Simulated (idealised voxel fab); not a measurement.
Process module, titled voxel transistor to metal
Square cells of 5 nm make up the cross-section cut, whose width is 270 nm.
Format of a cross-section: grid, square cells. Given as bands. Order: top down. Band: one or more rows of cells.
Top height, bottom height, nm. Materials left to right, width each, nm. Single material + "all across" = fills band edge to edge. "empty" = empty.
For the purposes of this specification, 0 denotes the height below which the wafer in its as-received condition is composed wholly of one material, and the lowermost band, lacking a lower limit, extends downward without end, as expressed in "0 and below".
The width entry "30->40" should be interpreted row by row: the top row of cells in the band takes the first number, the bottom row takes the second number, and the change between adjacent rows is uniform throughout.
For the purposes of this document, the phrase "remained the same" attached to a step denotes that no cell within the cross-section was modified by that step.
Listed in "Enclosed voids": every empty space of 8 or more cells without an open way to the top. Form: width x height at distance, the distance being from the left edge, all in nm.
It should be noted that, on the line of a given step, the content following the step's settings is a remark produced by the simulator itself with respect to that step.
If you see "overlay nm" on a step's line and that step has a mask, it's telling you how far right of where it was planned the mask ended up; a negative number means it went left instead.
Quick note on how to read the rest: it's all pairs. You get the cross-section before a process step and the one after, but the after one only goes down as far as the lowest band that changed. The step in between, with its settings, sits under the pair. Heads up, the pairs can come from different runs of this module on the same starting wafer, so don't assume a pair picks up from the one above unless its "Incoming structure" entry says it does.

INCOMING STRUCTURE
- 0 and below: Si all across
- Enclosed voids: none

POST-PROCESS SECTION
- 5 down to 0: SiO2 all across
- below 0: unchanged
- Enclosed voids: none
Going from the before section above to the after section, the step was CONFORMAL_DEP, material SiO2, thk nm 5

Incoming structure: For the state before this step, see the after cross-section of the pair located directly above.

POST-PROCESS SECTION
- 20 down to 5: SiN all across
- below 5: unchanged
- Enclosed voids: none
Going from the before section above to the after section, the step was CONFORMAL_DEP, material SiN, thk nm 15

Incoming structure: For the state before this step, see the after cross-section of the pair located directly above.

POST-PROCESS SECTION
- 30 down to 20: aC all across
- below 20: unchanged
- Enclosed voids: none
Going from the before section above to the after section, the step was DIRECTIONAL_DEP, material aC, thk nm 10

Incoming structure: For the state before this step, see the after cross-section of the pair located directly above.

POST-PROCESS SECTION
- 60 down to 30: empty 20 nm  resist 105 nm  empty 20 nm  resist 105 nm  empty 20 nm
- below 30: unchanged
- Enclosed voids: none
Going from the before section above to the after section, the step was PATTERN, tone cover, mask id ACTIVE, material resist, width nm 105, pitch nm 125, thk nm 30, overlay nm 0

Incoming structure: For the state before this step, see the after cross-section of the pair located directly above.

POST-PROCESS SECTION
- 50 down to 30: empty 20 nm  resist 105 nm  empty 20 nm  resist 105 nm  empty 20 nm
- 30 down to 20: empty 20 nm  aC 105 nm  empty 20 nm  aC 105 nm  empty 20 nm
- below 20: unchanged
- Enclosed voids: none
Going from the before section above to the after section, the step was DIRECTIONAL_ETCH, etch materials aC, depth nm 10

Incoming structure: For the state before this step, see the after cross-section of the pair located directly above.

POST-PROCESS SECTION
- 30 down to 20: empty 20 nm  aC 105 nm  empty 20 nm  aC 105 nm  empty 20 nm
- below 20: unchanged
- Enclosed voids: none
Going from the before section above to the after section, the step was STRIP, etch materials resist

Incoming structure: For the state before this step, see the after cross-section of the pair located directly above.

POST-PROCESS SECTION
- 30 down to 20: empty 20 nm  aC 105 nm  empty 20 nm  aC 105 nm  empty 20 nm
- 20 down to 5: empty 20 nm  SiN 105 nm  empty 20 nm  SiN 105 nm  empty 20 nm
- below 5: unchanged
- Enclosed voids: none
Going from the before section above to the after section, the step was DIRECTIONAL_ETCH, etch materials SiN, depth nm 15

Incoming structure: For the state before this step, see the after cross-section of the pair located directly above.

POST-PROCESS SECTION
- 30 down to 20: empty 20 nm  aC 105 nm  empty 20 nm  aC 105 nm  empty 20 nm
- 20 down to 5: empty 20 nm  SiN 105 nm  empty 20 nm  SiN 105 nm  empty 20 nm
- 5 down to 0: empty 20 nm  SiO2 105 nm  empty 20 nm  SiO2 105 nm  empty 20 nm
- below 0: unchanged
- Enclosed voids: none
Going from the before section above to the after section, the step was DIRECTIONAL_ETCH, etch materials SiO2, depth nm 5

Incoming structure: For the state before this step, see the after cross-section of the pair located directly above.

POST-PROCESS SECTION
- 30 down to 20: empty 20 nm  aC 105 nm  empty 20 nm  aC 105 nm  empty 20 nm
- 20 down to 5: empty 20 nm  SiN 105 nm  empty 20 nm  SiN 105 nm  empty 20 nm
- 5 down to 0: empty 20 nm  SiO2 105 nm  empty 20 nm  SiO2 105 nm  empty 20 nm
- 0 down to -20: empty 20 nm  Si 105 nm  empty 20 nm  Si 105 nm  empty 20 nm
- below -20: unchanged
- Enclosed voids: none
Going from the before section above to the after section, the step was DIRECTIONAL_ETCH, etch materials Si, depth nm 20

Incoming structure: For the state before this step, see the after cross-section of the pair located directly above.

POST-PROCESS SECTION
- 20 down to 5: empty 20 nm  SiN 105 nm  empty 20 nm  SiN 105 nm  empty 20 nm
- below 5: unchanged
- Enclosed voids: none
Going from the before section above to the after section, the step was STRIP, etch materials aC

Incoming structure: For the state before this step, see the after cross-section of the pair located directly above.

POST-PROCESS SECTION
- 30 down to 20: SiO2 all across
- 20 down to 5: SiO2 20 nm  SiN 105 nm  SiO2 20 nm  SiN 105 nm  SiO2 20 nm
- 5 down to 0: SiO2 all across
- 0 down to -20: SiO2 20 nm  Si 105 nm  SiO2 20 nm  Si 105 nm  SiO2 20 nm
- below -20: unchanged
- Enclosed voids: none
Going from the before section above to the after section, the step was FILL_DEP, material SiO2, thk nm 10

Incoming structure: For the state before this step, see the after cross-section of the pair located directly above.

POST-PROCESS SECTION
- 20 down to 5: SiO2 20 nm  SiN 105 nm  SiO2 20 nm  SiN 105 nm  SiO2 20 nm
- below 5: unchanged
- Enclosed voids: none
Going from the before section above to the after section, the step was CMP, height nm 20

Incoming structure: For the state before this step, see the after cross-section of the pair located directly above.

POST-PROCESS SECTION
- 20 down to 15: empty 20 nm  SiN 105 nm  empty 20 nm  SiN 105 nm  empty 20 nm
- below 15: unchanged
- Enclosed voids: none
Going from the before section above to the after section, the step was SELECTIVE_ETCH, etch materials SiO2, depth nm 5

Incoming structure: For the state before this step, see the after cross-section of the pair located directly above.

POST-PROCESS SECTION
- 15 down to 5: SiO2 20 nm  empty 105 nm  SiO2 20 nm  empty 105 nm  SiO2 20 nm
- below 5: unchanged
- Enclosed voids: none
Going from the before section above to the after section, the step was STRIP, etch materials SiN

Incoming structure: For the state before this step, see the after cross-section of the pair located directly above.

POST-PROCESS SECTION
- 10 down to 0: SiO2 15 nm  empty 115 nm  SiO2 10 nm  empty 115 nm  SiO2 15 nm
- below 0: unchanged
- Enclosed voids: none
Going from the before section above to the after section, the step was SELECTIVE_ETCH, etch materials SiO2, depth nm 5

Incoming structure: For the state before this step, see the after cross-section of the pair located directly above.

POST-PROCESS SECTION
- 10 down to 0: SiO2 15 nm  empty 115 nm  SiO2 10 nm  empty 115 nm  SiO2 15 nm
- 0 down to -5: SiO2 all across
- below -5: unchanged
- Enclosed voids: none
Going from the before section above to the after section, the step was OXIDIZE, depth nm 5

Incoming structure: For the state before this step, see the after cross-section of the pair located directly above.

POST-PROCESS SECTION
- 35 down to 25: polySi 15 nm  empty 115 nm  polySi 10 nm  empty 115 nm  polySi 15 nm
- 25 down to 10: polySi all across
- 10 down to 0: SiO2 15 nm  polySi 115 nm  SiO2 10 nm  polySi 115 nm  SiO2 15 nm
- below 0: unchanged
- Enclosed voids: none
Going from the before section above to the after section, the step was DIRECTIONAL_DEP, material polySi, thk nm 25

Incoming structure: For the state before this step, see the after cross-section of the pair located directly above.

POST-PROCESS SECTION
- 50 down to 40: SiCN 15 nm  empty 115 nm  SiCN 10 nm  empty 115 nm  SiCN 15 nm
- 40 down to 35: SiCN all across
- 35 down to 25: polySi 15 nm  SiCN 115 nm  polySi 10 nm  SiCN 115 nm  polySi 15 nm
- below 25: unchanged
- Enclosed voids: none
Going from the before section above to the after section, the step was DIRECTIONAL_DEP, material SiCN, thk nm 15

Incoming structure: For the state before this step, see the after cross-section of the pair located directly above.

POST-PROCESS SECTION
- 40 down to 35: empty 60 nm  SiCN 25 nm  empty 100 nm  SiCN 25 nm  empty 60 nm
- 35 down to 25: polySi 15 nm  empty 45 nm  SiCN 25 nm  empty 45 nm  polySi 10 nm  empty 45 nm  SiCN 25 nm  empty 45 nm  polySi 15 nm
- below 25: unchanged
- Enclosed voids: none
Going from the before section above to the after section, the step was MASKED_ETCH, tone cover, mask id GATE, width nm 25, pitch nm 125, etch materials SiCN, depth nm 25, overlay nm 0

Incoming structure: For the state before this step, see the after cross-section of the pair located directly above.

POST-PROCESS SECTION
- 40 down to 25: empty 60 nm  SiCN 25 nm  empty 100 nm  SiCN 25 nm  empty 60 nm
- 25 down to 10: empty 60 nm  polySi 25 nm  empty 100 nm  polySi 25 nm  empty 60 nm
- 10 down to 0: SiO2 15 nm  empty 45 nm  polySi 25 nm  empty 45 nm  SiO2 10 nm  empty 45 nm  polySi 25 nm  empty 45 nm  SiO2 15 nm
- below 0: unchanged
- Enclosed voids: none
Going from the before section above to the after section, the step was MASKED_ETCH, tone cover, mask id GATE, width nm 25, pitch nm 125, etch materials polySi, depth nm 35, overlay nm 0

Incoming structure: For the state before this step, see the after cross-section of the pair located directly above.

POST-PROCESS SECTION
- 45 down to 40: empty 55 nm  SiN 35 nm  empty 90 nm  SiN 35 nm  empty 55 nm
- 40 down to 25: empty 55 nm  SiN 5 nm  SiCN 25 nm  SiN 5 nm  empty 90 nm  SiN 5 nm  SiCN 25 nm  SiN 5 nm  empty 55 nm
- 25 down to 15: empty 55 nm  SiN 5 nm  polySi 25 nm  SiN 5 nm  empty 90 nm  SiN 5 nm  polySi 25 nm  SiN 5 nm  empty 55 nm
- 15 down to 10: SiN 20 nm  empty 35 nm  SiN 5 nm  polySi 25 nm  SiN 5 nm  empty 35 nm  SiN 20 nm  empty 35 nm  SiN 5 nm  polySi 25 nm  SiN 5 nm  empty 35 nm  SiN 20 nm
- 10 down to 5: SiO2 15 nm  SiN 5 nm  empty 35 nm  SiN 5 nm  polySi 25 nm  SiN 5 nm  empty 35 nm  SiN 5 nm  SiO2 10 nm  SiN 5 nm  empty 35 nm  SiN 5 nm  polySi 25 nm  SiN 5 nm  empty 35 nm  SiN 5 nm  SiO2 15 nm
- 5 down to 0: SiO2 15 nm  SiN 45 nm  polySi 25 nm  SiN 45 nm  SiO2 10 nm  SiN 45 nm  polySi 25 nm  SiN 45 nm  SiO2 15 nm
- below 0: unchanged
- Enclosed voids: none
Going from the before section above to the after section, the step was CONFORMAL_DEP, material SiN, thk nm 5

Incoming structure: For the state before this step, see the after cross-section of the pair located directly above.

POST-PROCESS SECTION
- 40 down to 25: empty 55 nm  SiN 5 nm  SiCN 25 nm  SiN 5 nm  empty 90 nm  SiN 5 nm  SiCN 25 nm  SiN 5 nm  empty 55 nm
- 25 down to 10: empty 55 nm  SiN 5 nm  polySi 25 nm  SiN 5 nm  empty 90 nm  SiN 5 nm  polySi 25 nm  SiN 5 nm  empty 55 nm
- 10 down to 0: SiO2 15 nm  SiN 5 nm  empty 35 nm  SiN 5 nm  polySi 25 nm  SiN 5 nm  empty 35 nm  SiN 5 nm  SiO2 10 nm  SiN 5 nm  empty 35 nm  SiN 5 nm  polySi 25 nm  SiN 5 nm  empty 35 nm  SiN 5 nm  SiO2 15 nm
- below 0: unchanged
- Enclosed voids: none
Going from the before section above to the after section, the step was DIRECTIONAL_ETCH, etch materials SiN, depth nm 5

Incoming structure: For the state before this step, see the after cross-section of the pair located directly above.

POST-PROCESS SECTION
- 40 down to 25: empty 55 nm  SiN 5 nm  SiCN 25 nm  SiN 5 nm  empty 90 nm  SiN 5 nm  SiCN 25 nm  SiN 5 nm  empty 55 nm
- 25 down to 10: empty 55 nm  SiN 5 nm  polySi 25 nm  SiN 5 nm  empty 90 nm  SiN 5 nm  polySi 25 nm  SiN 5 nm  empty 55 nm
- 10 down to 5: empty 15 nm  SiN 5 nm  empty 35 nm  SiN 5 nm  polySi 25 nm  SiN 5 nm  empty 35 nm  SiN 5 nm  empty 10 nm  SiN 5 nm  empty 35 nm  SiN 5 nm  polySi 25 nm  SiN 5 nm  empty 35 nm  SiN 5 nm  empty 15 nm
- 5 down to 0: SiO2 15 nm  SiN 5 nm  empty 35 nm  SiN 5 nm  polySi 25 nm  SiN 5 nm  empty 35 nm  SiN 5 nm  SiO2 10 nm  SiN 5 nm  empty 35 nm  SiN 5 nm  polySi 25 nm  SiN 5 nm  empty 35 nm  SiN 5 nm  SiO2 15 nm
- 0 down to -5: SiO2 20 nm  empty 35 nm  SiO2 35 nm  empty 35 nm  SiO2 20 nm  empty 35 nm  SiO2 35 nm  empty 35 nm  SiO2 20 nm
- below -5: unchanged
- Enclosed voids: none
Going from the before section above to the after section, the step was DIRECTIONAL_ETCH, etch materials SiO2, depth nm 5

Incoming structure: For the state before this step, see the after cross-section of the pair located directly above.

POST-PROCESS SECTION
- 40 down to 25: empty 55 nm  SiN 5 nm  SiCN 25 nm  SiN 5 nm  empty 90 nm  SiN 5 nm  SiCN 25 nm  SiN 5 nm  empty 55 nm
- 25 down to 10: empty 55 nm  SiN 5 nm  polySi 25 nm  SiN 5 nm  empty 90 nm  SiN 5 nm  polySi 25 nm  SiN 5 nm  empty 55 nm
- 10 down to 5: empty 15 nm  SiN 5 nm  empty 35 nm  SiN 5 nm  polySi 25 nm  SiN 5 nm  empty 35 nm  SiN 5 nm  empty 10 nm  SiN 5 nm  empty 35 nm  SiN 5 nm  polySi 25 nm  SiN 5 nm  empty 35 nm  SiN 5 nm  empty 15 nm
- 5 down to 0: SiO2 15 nm  SiN 5 nm  empty 35 nm  SiN 5 nm  polySi 25 nm  SiN 5 nm  empty 35 nm  SiN 5 nm  SiO2 10 nm  SiN 5 nm  empty 35 nm  SiN 5 nm  polySi 25 nm  SiN 5 nm  empty 35 nm  SiN 5 nm  SiO2 15 nm
- 0 down to -5: SiO2 20 nm  empty 35 nm  SiO2 35 nm  empty 35 nm  SiO2 20 nm  empty 35 nm  SiO2 35 nm  empty 35 nm  SiO2 20 nm
- -5 down to -15: SiO2 20 nm  empty 35 nm  Si 35 nm  empty 35 nm  SiO2 20 nm  empty 35 nm  Si 35 nm  empty 35 nm  SiO2 20 nm
- below -15: unchanged
- Enclosed voids: none
Going from the before section above to the after section, the step was DIRECTIONAL_ETCH, etch materials Si, depth nm 10

Incoming structure: For the state before this step, see the after cross-section of the pair located directly above.

POST-PROCESS SECTION
- 40 down to 25: empty 55 nm  SiN 5 nm  SiCN 25 nm  SiN 5 nm  empty 90 nm  SiN 5 nm  SiCN 25 nm  SiN 5 nm  empty 55 nm
- 25 down to 10: empty 55 nm  SiN 5 nm  polySi 25 nm  SiN 5 nm  empty 90 nm  SiN 5 nm  polySi 25 nm  SiN 5 nm  empty 55 nm
- 10 down to 5: empty 15 nm  SiN 5 nm  empty 35 nm  SiN 5 nm  polySi 25 nm  SiN 5 nm  empty 35 nm  SiN 5 nm  empty 10 nm  SiN 5 nm  empty 35 nm  SiN 5 nm  polySi 25 nm  SiN 5 nm  empty 35 nm  SiN 5 nm  empty 15 nm
- 5 down to 0: SiO2 15 nm  SiN 5 nm  empty 25 nm  nSi 10 nm  SiN 5 nm  polySi 25 nm  SiN 5 nm  nSi 10 nm  empty 25 nm  SiN 5 nm  SiO2 10 nm  SiN 5 nm  empty 25 nm  nSi 10 nm  SiN 5 nm  polySi 25 nm  SiN 5 nm  nSi 10 nm  empty 25 nm  SiN 5 nm  SiO2 15 nm
- 0 down to -5: SiO2 20 nm  empty 25 nm  nSi 10 nm  SiO2 35 nm  nSi 10 nm  empty 25 nm  SiO2 20 nm  empty 25 nm  nSi 10 nm  SiO2 35 nm  nSi 10 nm  empty 25 nm  SiO2 20 nm
- -5 down to -15: SiO2 20 nm  nSi 35 nm  Si 35 nm  nSi 35 nm  SiO2 20 nm  nSi 35 nm  Si 35 nm  nSi 35 nm  SiO2 20 nm
- below -15: unchanged
- Enclosed voids: none
Going from the before section above to the after section, the step was EPI, material nSi, thk nm 10

Incoming structure: For the state before this step, see the after cross-section of the pair located directly above.

POST-PROCESS SECTION
- 45 down to 40: SiO2 all across
- 40 down to 25: SiO2 55 nm  SiN 5 nm  SiCN 25 nm  SiN 5 nm  SiO2 90 nm  SiN 5 nm  SiCN 25 nm  SiN 5 nm  SiO2 55 nm
- 25 down to 10: SiO2 55 nm  SiN 5 nm  polySi 25 nm  SiN 5 nm  SiO2 90 nm  SiN 5 nm  polySi 25 nm  SiN 5 nm  SiO2 55 nm
- 10 down to 5: SiO2 15 nm  SiN 5 nm  SiO2 35 nm  SiN 5 nm  polySi 25 nm  SiN 5 nm  SiO2 35 nm  SiN 5 nm  SiO2 10 nm  SiN 5 nm  SiO2 35 nm  SiN 5 nm  polySi 25 nm  SiN 5 nm  SiO2 35 nm  SiN 5 nm  SiO2 15 nm
- 5 down to 0: SiO2 15 nm  SiN 5 nm  SiO2 25 nm  nSi 10 nm  SiN 5 nm  polySi 25 nm  SiN 5 nm  nSi 10 nm  SiO2 25 nm  SiN 5 nm  SiO2 10 nm  SiN 5 nm  SiO2 25 nm  nSi 10 nm  SiN 5 nm  polySi 25 nm  SiN 5 nm  nSi 10 nm  SiO2 25 nm  SiN 5 nm  SiO2 15 nm
- 0 down to -5: SiO2 45 nm  nSi 10 nm  SiO2 35 nm  nSi 10 nm  SiO2 70 nm  nSi 10 nm  SiO2 35 nm  nSi 10 nm  SiO2 45 nm
- below -5: unchanged
- Enclosed voids: none
Going from the before section above to the after section, the step was FILL_DEP, material SiO2, thk nm 5

Incoming structure: For the state before this step, see the after cross-section of the pair located directly above.

POST-PROCESS SECTION
- 25 down to 10: SiO2 55 nm  SiN 5 nm  polySi 25 nm  SiN 5 nm  SiO2 90 nm  SiN 5 nm  polySi 25 nm  SiN 5 nm  SiO2 55 nm
- below 10: unchanged
- Enclosed voids: none
Going from the before section above to the after section, the step was CMP, height nm 25

Incoming structure: For the state before this step, see the after cross-section of the pair located directly above.

POST-PROCESS SECTION
- 25 down to 10: SiO2 55 nm  SiN 5 nm  empty 25 nm  SiN 5 nm  SiO2 90 nm  SiN 5 nm  empty 25 nm  SiN 5 nm  SiO2 55 nm
- 10 down to 5: SiO2 15 nm  SiN 5 nm  SiO2 35 nm  SiN 5 nm  empty 25 nm  SiN 5 nm  SiO2 35 nm  SiN 5 nm  SiO2 10 nm  SiN 5 nm  SiO2 35 nm  SiN 5 nm  empty 25 nm  SiN 5 nm  SiO2 35 nm  SiN 5 nm  SiO2 15 nm
- 5 down to 0: SiO2 15 nm  SiN 5 nm  SiO2 25 nm  nSi 10 nm  SiN 5 nm  empty 25 nm  SiN 5 nm  nSi 10 nm  SiO2 25 nm  SiN 5 nm  SiO2 10 nm  SiN 5 nm  SiO2 25 nm  nSi 10 nm  SiN 5 nm  empty 25 nm  SiN 5 nm  nSi 10 nm  SiO2 25 nm  SiN 5 nm  SiO2 15 nm
- below 0: unchanged
- Enclosed voids: none
Going from the before section above to the after section, the step was STRIP, etch materials polySi

Incoming structure: For the state before this step, see the after cross-section of the pair located directly above.

POST-PROCESS SECTION
- 25 down to 20: empty 55 nm  SiN 5 nm  empty 25 nm  SiN 5 nm  empty 90 nm  SiN 5 nm  empty 25 nm  SiN 5 nm  empty 55 nm
- 20 down to 10: SiO2 55 nm  SiN 5 nm  empty 25 nm  SiN 5 nm  SiO2 90 nm  SiN 5 nm  empty 25 nm  SiN 5 nm  SiO2 55 nm
- 10 down to 5: SiO2 15 nm  SiN 5 nm  SiO2 35 nm  SiN 5 nm  empty 25 nm  SiN 5 nm  SiO2 35 nm  SiN 5 nm  SiO2 10 nm  SiN 5 nm  SiO2 35 nm  SiN 5 nm  empty 25 nm  SiN 5 nm  SiO2 35 nm  SiN 5 nm  SiO2 15 nm
- 5 down to 0: SiO2 15 nm  SiN 5 nm  SiO2 25 nm  nSi 10 nm  SiN 5 nm  empty 25 nm  SiN 5 nm  nSi 10 nm  SiO2 25 nm  SiN 5 nm  SiO2 10 nm  SiN 5 nm  SiO2 25 nm  nSi 10 nm  SiN 5 nm  empty 25 nm  SiN 5 nm  nSi 10 nm  SiO2 25 nm  SiN 5 nm  SiO2 15 nm
- 0 down to -5: SiO2 45 nm  nSi 10 nm  empty 35 nm  nSi 10 nm  SiO2 70 nm  nSi 10 nm  empty 35 nm  nSi 10 nm  SiO2 45 nm
- below -5: unchanged
- Enclosed voids: none
Going from the before section above to the after section, the step was SELECTIVE_ETCH, etch materials SiO2, depth nm 5

Incoming structure: For the state before this step, see the after cross-section of the pair located directly above.

POST-PROCESS SECTION
- 30 down to 25: empty 50 nm  HfO2 15 nm  empty 15 nm  HfO2 15 nm  empty 80 nm  HfO2 15 nm  empty 15 nm  HfO2 15 nm  empty 50 nm
- 25 down to 20: HfO2 55 nm  SiN 5 nm  HfO2 5 nm  empty 15 nm  HfO2 5 nm  SiN 5 nm  HfO2 90 nm  SiN 5 nm  HfO2 5 nm  empty 15 nm  HfO2 5 nm  SiN 5 nm  HfO2 55 nm
- 20 down to 10: SiO2 55 nm  SiN 5 nm  HfO2 5 nm  empty 15 nm  HfO2 5 nm  SiN 5 nm  SiO2 90 nm  SiN 5 nm  HfO2 5 nm  empty 15 nm  HfO2 5 nm  SiN 5 nm  SiO2 55 nm
- 10 down to 5: SiO2 15 nm  SiN 5 nm  SiO2 35 nm  SiN 5 nm  HfO2 5 nm  empty 15 nm  HfO2 5 nm  SiN 5 nm  SiO2 35 nm  SiN 5 nm  SiO2 10 nm  SiN 5 nm  SiO2 35 nm  SiN 5 nm  HfO2 5 nm  empty 15 nm  HfO2 5 nm  SiN 5 nm  SiO2 35 nm  SiN 5 nm  SiO2 15 nm
- 5 down to 0: SiO2 15 nm  SiN 5 nm  SiO2 25 nm  nSi 10 nm  SiN 5 nm  HfO2 5 nm  empty 15 nm  HfO2 5 nm  SiN 5 nm  nSi 10 nm  SiO2 25 nm  SiN 5 nm  SiO2 10 nm  SiN 5 nm  SiO2 25 nm  nSi 10 nm  SiN 5 nm  HfO2 5 nm  empty 15 nm  HfO2 5 nm  SiN 5 nm  nSi 10 nm  SiO2 25 nm  SiN 5 nm  SiO2 15 nm
- 0 down to -5: SiO2 45 nm  nSi 10 nm  HfO2 35 nm  nSi 10 nm  SiO2 70 nm  nSi 10 nm  HfO2 35 nm  nSi 10 nm  SiO2 45 nm
- below -5: unchanged
- Enclosed voids: none
Going from the before section above to the after section, the step was CONFORMAL_DEP, material HfO2, thk nm 5

Incoming structure: For the state before this step, see the after cross-section of the pair located directly above.

POST-PROCESS SECTION
- 35 down to 30: empty 45 nm  TiN 25 nm  empty 5 nm  TiN 25 nm  empty 70 nm  TiN 25 nm  empty 5 nm  TiN 25 nm  empty 45 nm
- 30 down to 25: TiN 50 nm  HfO2 15 nm  TiN 5 nm  empty 5 nm  TiN 5 nm  HfO2 15 nm  TiN 80 nm  HfO2 15 nm  TiN 5 nm  empty 5 nm  TiN 5 nm  HfO2 15 nm  TiN 50 nm
- 25 down to 20: HfO2 55 nm  SiN 5 nm  HfO2 5 nm  TiN 5 nm  empty 5 nm  TiN 5 nm  HfO2 5 nm  SiN 5 nm  HfO2 90 nm  SiN 5 nm  HfO2 5 nm  TiN 5 nm  empty 5 nm  TiN 5 nm  HfO2 5 nm  SiN 5 nm  HfO2 55 nm
- 20 down to 10: SiO2 55 nm  SiN 5 nm  HfO2 5 nm  TiN 5 nm  empty 5 nm  TiN 5 nm  HfO2 5 nm  SiN 5 nm  SiO2 90 nm  SiN 5 nm  HfO2 5 nm  TiN 5 nm  empty 5 nm  TiN 5 nm  HfO2 5 nm  SiN 5 nm  SiO2 55 nm
- 10 down to 5: SiO2 15 nm  SiN 5 nm  SiO2 35 nm  SiN 5 nm  HfO2 5 nm  TiN 5 nm  empty 5 nm  TiN 5 nm  HfO2 5 nm  SiN 5 nm  SiO2 35 nm  SiN 5 nm  SiO2 10 nm  SiN 5 nm  SiO2 35 nm  SiN 5 nm  HfO2 5 nm  TiN 5 nm  empty 5 nm  TiN 5 nm  HfO2 5 nm  SiN 5 nm  SiO2 35 nm  SiN 5 nm  SiO2 15 nm
- 5 down to 0: SiO2 15 nm  SiN 5 nm  SiO2 25 nm  nSi 10 nm  SiN 5 nm  HfO2 5 nm  TiN 15 nm  HfO2 5 nm  SiN 5 nm  nSi 10 nm  SiO2 25 nm  SiN 5 nm  SiO2 10 nm  SiN 5 nm  SiO2 25 nm  nSi 10 nm  SiN 5 nm  HfO2 5 nm  TiN 15 nm  HfO2 5 nm  SiN 5 nm  nSi 10 nm  SiO2 25 nm  SiN 5 nm  SiO2 15 nm
- below 0: unchanged
- Enclosed voids: none
Going from the before section above to the after section, the step was CONFORMAL_DEP, material TiN, thk nm 5

Incoming structure: For the state before this step, see the after cross-section of the pair located directly above.

POST-PROCESS SECTION
- 40 down to 35: W all across
- 35 down to 30: W 45 nm  TiN 25 nm  W 5 nm  TiN 25 nm  W 70 nm  TiN 25 nm  W 5 nm  TiN 25 nm  W 45 nm
- 30 down to 25: TiN 50 nm  HfO2 15 nm  TiN 5 nm  W 5 nm  TiN 5 nm  HfO2 15 nm  TiN 80 nm  HfO2 15 nm  TiN 5 nm  W 5 nm  TiN 5 nm  HfO2 15 nm  TiN 50 nm
- 25 down to 20: HfO2 55 nm  SiN 5 nm  HfO2 5 nm  TiN 5 nm  W 5 nm  TiN 5 nm  HfO2 5 nm  SiN 5 nm  HfO2 90 nm  SiN 5 nm  HfO2 5 nm  TiN 5 nm  W 5 nm  TiN 5 nm  HfO2 5 nm  SiN 5 nm  HfO2 55 nm
- 20 down to 10: SiO2 55 nm  SiN 5 nm  HfO2 5 nm  TiN 5 nm  W 5 nm  TiN 5 nm  HfO2 5 nm  SiN 5 nm  SiO2 90 nm  SiN 5 nm  HfO2 5 nm  TiN 5 nm  W 5 nm  TiN 5 nm  HfO2 5 nm  SiN 5 nm  SiO2 55 nm
- 10 down to 5: SiO2 15 nm  SiN 5 nm  SiO2 35 nm  SiN 5 nm  HfO2 5 nm  TiN 5 nm  W 5 nm  TiN 5 nm  HfO2 5 nm  SiN 5 nm  SiO2 35 nm  SiN 5 nm  SiO2 10 nm  SiN 5 nm  SiO2 35 nm  SiN 5 nm  HfO2 5 nm  TiN 5 nm  W 5 nm  TiN 5 nm  HfO2 5 nm  SiN 5 nm  SiO2 35 nm  SiN 5 nm  SiO2 15 nm
- below 5: unchanged
- Enclosed voids: none
Going from the before section above to the after section, the step was FILL_DEP, material W, thk nm 5

Incoming structure: For the state before this step, see the after cross-section of the pair located directly above.

POST-PROCESS SECTION
- 20 down to 10: SiO2 55 nm  SiN 5 nm  HfO2 5 nm  TiN 5 nm  W 5 nm  TiN 5 nm  HfO2 5 nm  SiN 5 nm  SiO2 90 nm  SiN 5 nm  HfO2 5 nm  TiN 5 nm  W 5 nm  TiN 5 nm  HfO2 5 nm  SiN 5 nm  SiO2 55 nm
- below 10: unchanged
- Enclosed voids: none
Going from the before section above to the after section, the step was CMP, height nm 20

Incoming structure: For the state before this step, see the after cross-section of the pair located directly above.

POST-PROCESS SECTION
- 30 down to 20: SiO2 all across
- below 20: unchanged
- Enclosed voids: none
Going from the before section above to the after section, the step was DIRECTIONAL_DEP, material SiO2, thk nm 10

Incoming structure: For the state before this step, see the after cross-section of the pair located directly above.

POST-PROCESS SECTION
- 50 down to 30: resist 30 nm  empty 15 nm  resist 55 nm  empty 15 nm  resist 40 nm  empty 15 nm  resist 55 nm  empty 15 nm  resist 30 nm
- below 30: unchanged
- Enclosed voids: none
Going from the before section above to the after section, the step was PATTERN, tone open, mask id CONTACT, material resist, width nm 15, thk nm 20, overlay nm 0

Incoming structure: For the state before this step, see the after cross-section of the pair located directly above.

POST-PROCESS SECTION
- 50 down to 30: resist 30 nm  empty 15 nm  resist 55 nm  empty 15 nm  resist 40 nm  empty 15 nm  resist 55 nm  empty 15 nm  resist 30 nm
- 30 down to 20: SiO2 30 nm  empty 15 nm  SiO2 55 nm  empty 15 nm  SiO2 40 nm  empty 15 nm  SiO2 55 nm  empty 15 nm  SiO2 30 nm
- 20 down to 10: SiO2 30 nm  empty 15 nm  SiO2 10 nm  SiN 5 nm  HfO2 5 nm  TiN 5 nm  W 5 nm  TiN 5 nm  HfO2 5 nm  SiN 5 nm  SiO2 10 nm  empty 15 nm  SiO2 40 nm  empty 15 nm  SiO2 10 nm  SiN 5 nm  HfO2 5 nm  TiN 5 nm  W 5 nm  TiN 5 nm  HfO2 5 nm  SiN 5 nm  SiO2 10 nm  empty 15 nm  SiO2 30 nm
- 10 down to 5: SiO2 15 nm  SiN 5 nm  SiO2 10 nm  empty 15 nm  SiO2 10 nm  SiN 5 nm  HfO2 5 nm  TiN 5 nm  W 5 nm  TiN 5 nm  HfO2 5 nm  SiN 5 nm  SiO2 10 nm  empty 15 nm  SiO2 10 nm  SiN 5 nm  SiO2 10 nm  SiN 5 nm  SiO2 10 nm  empty 15 nm  SiO2 10 nm  SiN 5 nm  HfO2 5 nm  TiN 5 nm  W 5 nm  TiN 5 nm  HfO2 5 nm  SiN 5 nm  SiO2 10 nm  empty 15 nm  SiO2 10 nm  SiN 5 nm  SiO2 15 nm
- 5 down to 0: SiO2 15 nm  SiN 5 nm  SiO2 10 nm  empty 15 nm  nSi 10 nm  SiN 5 nm  HfO2 5 nm  TiN 15 nm  HfO2 5 nm  SiN 5 nm  nSi 10 nm  empty 15 nm  SiO2 10 nm  SiN 5 nm  SiO2 10 nm  SiN 5 nm  SiO2 10 nm  empty 15 nm  nSi 10 nm  SiN 5 nm  HfO2 5 nm  TiN 15 nm  HfO2 5 nm  SiN 5 nm  nSi 10 nm  empty 15 nm  SiO2 10 nm  SiN 5 nm  SiO2 15 nm
- 0 down to -5: SiO2 30 nm  empty 15 nm  nSi 10 nm  HfO2 35 nm  nSi 10 nm  empty 15 nm  SiO2 40 nm  empty 15 nm  nSi 10 nm  HfO2 35 nm  nSi 10 nm  empty 15 nm  SiO2 30 nm
- below -5: unchanged
- Enclosed voids: none
Going from the before section above to the after section, the step was DIRECTIONAL_ETCH, etch materials SiO2, depth nm 35
